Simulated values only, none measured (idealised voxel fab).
Herein follows the process module entitled voxel capacitor over wiring.
Cross-section cut spans 200 nm and uses square cells 5 nm in size.
Each cross-section below is a grid of square cells, stated as bands in top-down order, with one or more rows of cells making up each band. For a band, the entry starts with two heights in nm, that of the top and then that of the bottom, and carries on with the band's materials in order from left to right, each alongside its width in nm; the word "throughout" beside a single material means it fills the band edge to edge, and "blank" means empty space. Zero point of the height axis is 0; under it, received wafer = one material. Lowest band: continues down indefinitely, "0..down". The two numbers in a width such as "30->40" mark its ends across the band: the first belongs to the top row of cells, the second to the bottom row, and from each row to the next the width moves by the same amount. The cross-section has no changed cell in any step marked "remained unchanged". Look at "Unvented internal voids" for the closed voids: empty spaces with no open path to the top, sized 8 cells or up. Each is width x height at distance, distance from the left edge, all nm. The remark found on a step's line after its settings is issued by the simulator itself and pertains to that step. "overlay nm" denotes, for a step that has a mask, the displacement of the mask to the right of its planned place, with negative values corresponding to the left.
# Planned step list for the process
1. RECEIVE (material Si)
2. CONFORMAL_DEP (material SiO2; thk nm 15)
3. CONFORMAL_DEP (material SiCN; thk nm 5)
4. DIRECTIONAL_DEP (material lowk; thk nm 20)
5. PATTERN (tone open; mask id METAL_1; material resist; width nm 15; pitch nm 70; thk nm 20; overlay nm 0)
6. DIRECTIONAL_ETCH (etch materials lowk; depth nm 20)
7. DIRECTIONAL_ETCH (etch materials SiCN; depth nm 5)
8. STRIP (etch materials resist)
9. CONFORMAL_DEP (material TiN; thk nm 5)
10. FILL_DEP (material Cu; thk nm 10)
11. CMP (height nm 40)
12. CONFORMAL_DEP (material SiCN; thk nm 5)
13. DIRECTIONAL_DEP (material lowk; thk nm 10)
14. PATTERN (tone open; mask id PLUG_1; material resist; width nm 15; thk nm 15; overlay nm 0)
15. DIRECTIONAL_ETCH (etch materials lowk; depth nm 10)
16. DIRECTIONAL_ETCH (etch materials SiCN; depth nm 5)
17. STRIP (etch materials resist)
18. EPI (material Ru; thk nm 10)
19. EPI (material Ru; thk nm 5)
20. DIRECTIONAL_DEP (material TiN; thk nm 5)
21. DIRECTIONAL_DEP (material SiN; thk nm 5)
22. DIRECTIONAL_DEP (material TiN; thk nm 5)
23. DIRECTIONAL_DEP (material aC; thk nm 10)
24. PATTERN (tone cover; mask id UPPER_PLATE; material resist; width nm 55; thk nm 30; overlay nm 0)
25. DIRECTIONAL_ETCH (etch materials aC; depth nm 10)
26. STRIP (etch materials resist)
27. DIRECTIONAL_ETCH (etch materials TiN; depth nm 5)
28. DIRECTIONAL_ETCH (etch materials SiN; depth nm 5)
29. STRIP (etch materials aC)
30. MASKED_ETCH (tone cover; mask id LOWER_PLATE; width nm 65; etch materials TiN; depth nm 5; overlay nm 0)
31. FILL_DEP (material SiO2; thk nm 15)
32. CMP (height nm 80)
33. PATTERN (tone open; mask id PLUG_2; material resist; width nm 15; thk nm 20; overlay nm 0)
34. DIRECTIONAL_ETCH (etch materials SiO2; depth nm 10)
35. STRIP (etch materials resist)
36. CONFORMAL_DEP (material TiN; thk nm 5)
37. FILL_DEP (material Cu; thk nm 10)
38. CMP (height nm 80)
39. CONFORMAL_DEP (material SiN; thk nm 5)
Heads up: all these wafers start the same, and what changes between them is the width nm in step 5. The value you see in the plan is just what the first wafer got.
# So this is the first of several wafers, cross-sectioned as it came to us, meaning it's at the end of step 1
    0..down: Si throughout
    Unvented internal voids: none
# Take a look at the first of several wafers in cross-section: the module is done, and step 39 was its last step
    85..80: SiN throughout
    80..75: 70 SiO2 | 5 TiN | 5 Cu | 5 TiN | 115 SiO2
    75..65: 70->60 SiO2 | 15->55 TiN | 115->85 SiO2
    65..60: 60 SiO2 | 55 SiN | 85 SiO2
    60..55: 55 SiO2 | 65 TiN | 80 SiO2
    55..45: 60 lowk | 15 Ru | 125 lowk
    45..40: 60 SiCN | 15 Ru | 125 SiCN
    40..20: 60 lowk | 5 TiN | 5 Cu | 5 TiN | 55 lowk | 5 TiN | 5 Cu | 5 TiN | 55 lowk
    20..15: 60 SiCN | 15 TiN | 55 SiCN | 15 TiN | 55 SiCN
    15..0: SiO2 throughout
    0..down: Si throughout
    Unvented internal voids: none
# Of the several wafers, the last: cross-section at the end of the module
    85..80: SiN throughout
    80..75: 70 SiO2 | 5 TiN | 5 Cu | 5 TiN | 115 SiO2
    75..65: 70->60 SiO2 | 15->55 TiN | 115->85 SiO2
    65..60: 60 SiO2 | 55 SiN | 85 SiO2
    60..55: 55 SiO2 | 65 TiN | 80 SiO2
    55..45: 60 lowk | 15 Ru | 125 lowk
    45..40: 60 SiCN | 15 Ru | 125 SiCN
    40..20: 50 lowk | 5 TiN | 25 Cu | 5 TiN | 35 lowk | 5 TiN | 25 Cu | 5 TiN | 45 lowk
    20..15: 50 SiCN | 35 TiN | 35 SiCN | 35 TiN | 45 SiCN
    15..0: SiO2 throughout
    0..down: Si throughout
    Unvented internal voids: none
# What follows is a table in which each wafer occupies a row; for the wafer as it stands at the close of the module, the row states, material by material, how many cells have been gained (+) or lost (-) since receipt, and then gives its closed voids
width nm 15; +9 Cu; +9 Ru; +71 SiCN; +51 SiN; +279 SiO2; +51 TiN; +210 lowk; Unvented internal voids: none
width nm 20; +17 Cu; +9 Ru; +69 SiCN; +51 SiN; +279 SiO2; +53 TiN; +202 lowk; Unvented internal voids: none
width nm 25; +25 Cu; +9 Ru; +67 SiCN; +51 SiN; +279 SiO2; +55 TiN; +194 lowk; Unvented internal voids: none
width nm 30; +33 Cu; +9 Ru; +65 SiCN; +51 SiN; +279 SiO2; +57 TiN; +186 lowk; Unvented internal voids: none
width nm 35; +41 Cu; +9 Ru; +63 SiCN; +51 SiN; +279 SiO2; +59 TiN; +178 lowk; Unvented internal voids: none
